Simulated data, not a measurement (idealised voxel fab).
process module | voxel trench capacitor
cross-section cut | 265 nm wide | cells 5 nm
A cross-section is a grid of square cells, given in bands from the top down. A band is one or more rows of cells.
Each band's line starts with the height of the band's top and of its bottom, in nm. Then come its materials from left to right, each with its width in nm. One material with "throughout" fills the band from edge to edge. "air" is empty space.
Height 0 is the level under which the wafer as received is all one material. The lowest band goes on downwards, as in "0 down".
A width such as "30 to 40" changes by the same amount from each row of cells to the next, from the band's top row to its bottom row.
"no change" after a step means that no cell of the cross-section changed.
closed voids: empty space of 8 cells or more with no open way to the top, each as width x height at its distance from the left edge, in nm
after a step's settings: what the simulator itself notes on the step
overlay nm, on a step with a mask: how far to the right of its planned place the mask lay; to the left if negative
plan
1 op RECEIVE | material Si
2 op CONFORMAL_DEP | material SiN | thk nm 10
3 op PATTERN | tone open | mask id TRENCH | material resist | width nm 30 | pitch nm 45 | thk nm 15 | overlay nm 0
4 op DIRECTIONAL_ETCH | etch materials SiN | depth nm 10
5 op DIRECTIONAL_ETCH | etch materials Si | depth nm 40
6 op STRIP | etch materials resist
7 op CONFORMAL_DEP | material HfO2 | thk nm 5
8 op CONFORMAL_DEP | material TiN | thk nm 5
9 op FILL_DEP | material W | thk nm 5
10 op CMP | height nm 10
first wafer, as planned
as received, after step 1
  0 down: Si throughout
  closed voids: none
after step 2
  10 to 0: SiN throughout
  below 0: unchanged
after step 3
  25 to 10: resist 70 | air 30 | resist 15 | air 30 | resist 15 | air 30 | resist 75
  below 10: unchanged
after step 4
  25 to 10: resist 70 | air 30 | resist 15 | air 30 | resist 15 | air 30 | resist 75
  10 to 0: SiN 70 | air 30 | SiN 15 | air 30 | SiN 15 | air 30 | SiN 75
  below 0: unchanged
after step 5
  25 to 10: resist 70 | air 30 | resist 15 | air 30 | resist 15 | air 30 | resist 75
  10 to 0: SiN 70 | air 30 | SiN 15 | air 30 | SiN 15 | air 30 | SiN 75
  0 to -40: Si 70 | air 30 | Si 15 | air 30 | Si 15 | air 30 | Si 75
  below -40: unchanged
after step 6
  10 to 0: SiN 70 | air 30 | SiN 15 | air 30 | SiN 15 | air 30 | SiN 75
  below 0: unchanged
after step 7
  15 to 10: HfO2 75 | air 20 | HfO2 25 | air 20 | HfO2 25 | air 20 | HfO2 80
  10 to 0: SiN 70 | HfO2 5 | air 20 | HfO2 5 | SiN 15 | HfO2 5 | air 20 | HfO2 5 | SiN 15 | HfO2 5 | air 20 | HfO2 5 | SiN 75
  0 to -35: Si 70 | HfO2 5 | air 20 | HfO2 5 | Si 15 | HfO2 5 | air 20 | HfO2 5 | Si 15 | HfO2 5 | air 20 | HfO2 5 | Si 75
  -35 to -40: Si 70 | HfO2 30 | Si 15 | HfO2 30 | Si 15 | HfO2 30 | Si 75
  below -40: unchanged
after step 8
  20 to 15: TiN 80 | air 10 | TiN 35 | air 10 | TiN 35 | air 10 | TiN 85
  15 to 10: HfO2 75 | TiN 5 | air 10 | TiN 5 | HfO2 25 | TiN 5 | air 10 | TiN 5 | HfO2 25 | TiN 5 | air 10 | TiN 5 | HfO2 80
  10 to 0: SiN 70 | HfO2 5 | TiN 5 | air 10 | TiN 5 | HfO2 5 | SiN 15 | HfO2 5 | TiN 5 | air 10 | TiN 5 | HfO2 5 | SiN 15 | HfO2 5 | TiN 5 | air 10 | TiN 5 | HfO2 5 | SiN 75
  0 to -30: Si 70 | HfO2 5 | TiN 5 | air 10 | TiN 5 | HfO2 5 | Si 15 | HfO2 5 | TiN 5 | air 10 | TiN 5 | HfO2 5 | Si 15 | HfO2 5 | TiN 5 | air 10 | TiN 5 | HfO2 5 | Si 75
  -30 to -35: Si 70 | HfO2 5 | TiN 20 | HfO2 5 | Si 15 | HfO2 5 | TiN 20 | HfO2 5 | Si 15 | HfO2 5 | TiN 20 | HfO2 5 | Si 75
  below -35: unchanged
after step 9
  25 to 20: W throughout
  20 to 15: TiN 80 | W 10 | TiN 35 | W 10 | TiN 35 | W 10 | TiN 85
  15 to 10: HfO2 75 | TiN 5 | W 10 | TiN 5 | HfO2 25 | TiN 5 | W 10 | TiN 5 | HfO2 25 | TiN 5 | W 10 | TiN 5 | HfO2 80
  10 to 0: SiN 70 | HfO2 5 | TiN 5 | W 10 | TiN 5 | HfO2 5 | SiN 15 | HfO2 5 | TiN 5 | W 10 | TiN 5 | HfO2 5 | SiN 15 | HfO2 5 | TiN 5 | W 10 | TiN 5 | HfO2 5 | SiN 75
  0 to -30: Si 70 | HfO2 5 | TiN 5 | W 10 | TiN 5 | HfO2 5 | Si 15 | HfO2 5 | TiN 5 | W 10 | TiN 5 | HfO2 5 | Si 15 | HfO2 5 | TiN 5 | W 10 | TiN 5 | HfO2 5 | Si 75
  below -30: unchanged
after step 10
  10 to 0: SiN 70 | HfO2 5 | TiN 5 | W 10 | TiN 5 | HfO2 5 | SiN 15 | HfO2 5 | TiN 5 | W 10 | TiN 5 | HfO2 5 | SiN 15 | HfO2 5 | TiN 5 | W 10 | TiN 5 | HfO2 5 | SiN 75
  below 0: unchanged
second wafer: like start, like plan, one mistake. Through step 4 it matches the first wafer
when step 5 should have ended
  25 to 10: resist 70 | air 30 | resist 15 | air 30 | resist 15 | air 30 | resist 75
  10 to 0: SiN 70 | air 30 | SiN 15 | air 30 | SiN 15 | air 30 | SiN 75
  0 to -80: Si 70 | air 30 | Si 15 | air 30 | Si 15 | air 30 | Si 75
  below -80: unchanged
when step 6 should have ended
  10 to 0: SiN 70 | air 30 | SiN 15 | air 30 | SiN 15 | air 30 | SiN 75
  below 0: unchanged
when step 7 should have ended
  15 to 10: HfO2 75 | air 20 | HfO2 25 | air 20 | HfO2 25 | air 20 | HfO2 80
  10 to 0: SiN 70 | HfO2 5 | air 20 | HfO2 5 | SiN 15 | HfO2 5 | air 20 | HfO2 5 | SiN 15 | HfO2 5 | air 20 | HfO2 5 | SiN 75
  0 to -75: Si 70 | HfO2 5 | air 20 | HfO2 5 | Si 15 | HfO2 5 | air 20 | HfO2 5 | Si 15 | HfO2 5 | air 20 | HfO2 5 | Si 75
  -75 to -80: Si 70 | HfO2 30 | Si 15 | HfO2 30 | Si 15 | HfO2 30 | Si 75
  below -80: unchanged
when step 8 should have ended
  20 to 15: TiN 80 | air 10 | TiN 35 | air 10 | TiN 35 | air 10 | TiN 85
  15 to 10: HfO2 75 | TiN 5 | air 10 | TiN 5 | HfO2 25 | TiN 5 | air 10 | TiN 5 | HfO2 25 | TiN 5 | air 10 | TiN 5 | HfO2 80
  10 to 0: SiN 70 | HfO2 5 | TiN 5 | air 10 | TiN 5 | HfO2 5 | SiN 15 | HfO2 5 | TiN 5 | air 10 | TiN 5 | HfO2 5 | SiN 15 | HfO2 5 | TiN 5 | air 10 | TiN 5 | HfO2 5 | SiN 75
  0 to -70: Si 70 | HfO2 5 | TiN 5 | air 10 | TiN 5 | HfO2 5 | Si 15 | HfO2 5 | TiN 5 | air 10 | TiN 5 | HfO2 5 | Si 15 | HfO2 5 | TiN 5 | air 10 | TiN 5 | HfO2 5 | Si 75
  -70 to -75: Si 70 | HfO2 5 | TiN 20 | HfO2 5 | Si 15 | HfO2 5 | TiN 20 | HfO2 5 | Si 15 | HfO2 5 | TiN 20 | HfO2 5 | Si 75
  below -75: unchanged
when step 9 should have ended
  25 to 20: W throughout
  20 to 15: TiN 80 | W 10 | TiN 35 | W 10 | TiN 35 | W 10 | TiN 85
  15 to 10: HfO2 75 | TiN 5 | W 10 | TiN 5 | HfO2 25 | TiN 5 | W 10 | TiN 5 | HfO2 25 | TiN 5 | W 10 | TiN 5 | HfO2 80
  10 to 0: SiN 70 | HfO2 5 | TiN 5 | W 10 | TiN 5 | HfO2 5 | SiN 15 | HfO2 5 | TiN 5 | W 10 | TiN 5 | HfO2 5 | SiN 15 | HfO2 5 | TiN 5 | W 10 | TiN 5 | HfO2 5 | SiN 75
  0 to -70: Si 70 | HfO2 5 | TiN 5 | W 10 | TiN 5 | HfO2 5 | Si 15 | HfO2 5 | TiN 5 | W 10 | TiN 5 | HfO2 5 | Si 15 | HfO2 5 | TiN 5 | W 10 | TiN 5 | HfO2 5 | Si 75
  below -70: unchanged
when step 10 should have ended
  10 to 0: SiN 70 | HfO2 5 | TiN 5 | W 10 | TiN 5 | HfO2 5 | SiN 15 | HfO2 5 | TiN 5 | W 10 | TiN 5 | HfO2 5 | SiN 15 | HfO2 5 | TiN 5 | W 10 | TiN 5 | HfO2 5 | SiN 75
  below 0: unchanged
what went wrong: step 5 was run twice
at the end the second wafer has, in cells: 48 more of HfO2 | 144 fewer of Si | 48 more of TiN | 48 more of W
